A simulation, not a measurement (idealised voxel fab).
Process module name: voxel trench capacitor
We display cut, a cross-section 200 nm in width whose square cells are each 5 nm.
Just so we're on the same page, the cross-sections are grids of square cells, and they're listed out in bands top to bottom, each band one or more rows deep. Heads up on the band format: heights come first, top then bottom, in nm. After that it's the materials left to right, each with its width in nm. A single material flagged "edge to edge" fills the whole band edge to edge, and "empty" means there's empty space there. Basically, 0 is our baseline, since under it the wafer straight out of the box is all one material. The bottom band has no lower end and keeps on going down, so it looks like "from 0 down". It should be noted that a width expressed as "30->40" varies in equal increments from row to row of cells within the band, taking the value of the first number at the top row and that of the second number at the bottom row. Where a step carries "no change occurred", the cross-section came out of it unchanged, cell for cell. Look at "Closed void list" for the closed voids: empty spaces with no open path to the top, sized 8 cells or up. Each is width x height at distance, distance from the left edge, all nm. What comes after the settings on a step's line is commentary from the simulator itself on that step. For masked steps, "overlay nm" on the step line gives how far right of plan the mask actually lay; a minus sign means it lay to the left.

# The following list gives the planned process steps
- 1: RECEIVE | material Si
- 2: CONFORMAL_DEP | material SiN | thk nm 5
- 3: MASKED_ETCH | tone open | mask id TRENCH | width nm 15 | pitch nm 45 | etch materials SiN | depth nm 5 | overlay nm 0
- 4: MASKED_ETCH | tone open | mask id TRENCH | width nm 15 | pitch nm 45 | etch materials Si | depth nm 40 | overlay nm 0
- 5: CONFORMAL_DEP | material SiO2 | thk nm 5
- 6: FILL_DEP | material polySi | thk nm 5
- 7: CMP | height nm -5
Every wafer here starts from the same state; it is the step 7 height nm that distinguishes them, and the value the plan gives belongs to the first wafer.

# This is how the first of several wafers looked in cross-section when it arrived, which is after step 1
    from 0 down  Si edge to edge
    Closed void list: none

# Cross-section of the first of several wafers, taken after step 7, where the module ends
    from -5 to -35  Si (45) | SiO2 (5) | polySi (5) | SiO2 (5) | Si (30) | SiO2 (5) | polySi (5) | SiO2 (5) | Si (30) | SiO2 (5) | polySi (5) | SiO2 (5) | Si (50)
    from -35 to -40  Si (45) | SiO2 (15) | Si (30) | SiO2 (15) | Si (30) | SiO2 (15) | Si (50)
    from -40 down  Si edge to edge
    Closed void list: none

# Showing the last wafer in cross-section at the end of the module
    from 15 to 10  polySi edge to edge
    from 10 to 5  SiO2 (50) | polySi (5) | SiO2 (40) | polySi (5) | SiO2 (40) | polySi (5) | SiO2 (55)
    from 5 to 0  SiN (45) | SiO2 (5) | polySi (5) | SiO2 (5) | SiN (30) | SiO2 (5) | polySi (5) | SiO2 (5) | SiN (30) | SiO2 (5) | polySi (5) | SiO2 (5) | SiN (50)
    from 0 to -35  Si (45) | SiO2 (5) | polySi (5) | SiO2 (5) | Si (30) | SiO2 (5) | polySi (5) | SiO2 (5) | Si (30) | SiO2 (5) | polySi (5) | SiO2 (5) | Si (50)
    from -35 to -40  Si (45) | SiO2 (15) | Si (30) | SiO2 (15) | Si (30) | SiO2 (15) | Si (50)
    from -40 down  Si edge to edge
    Closed void list: none

# End of module, by wafer: material-by-material cell gain (+) or loss (-) since receipt, then closed voids
height nm -5, -103 Si, +45 SiO2, +18 polySi, Closed void list: none
height nm 0, -72 Si, +51 SiO2, +21 polySi, Closed void list: none
height nm 5, -72 Si, +31 SiN, +57 SiO2, +24 polySi, Closed void list: none
height nm 10, -72 Si, +31 SiN, +94 SiO2, +27 polySi, Closed void list: none
height nm 15, -72 Si, +31 SiN, +94 SiO2, +67 polySi, Closed void list: none
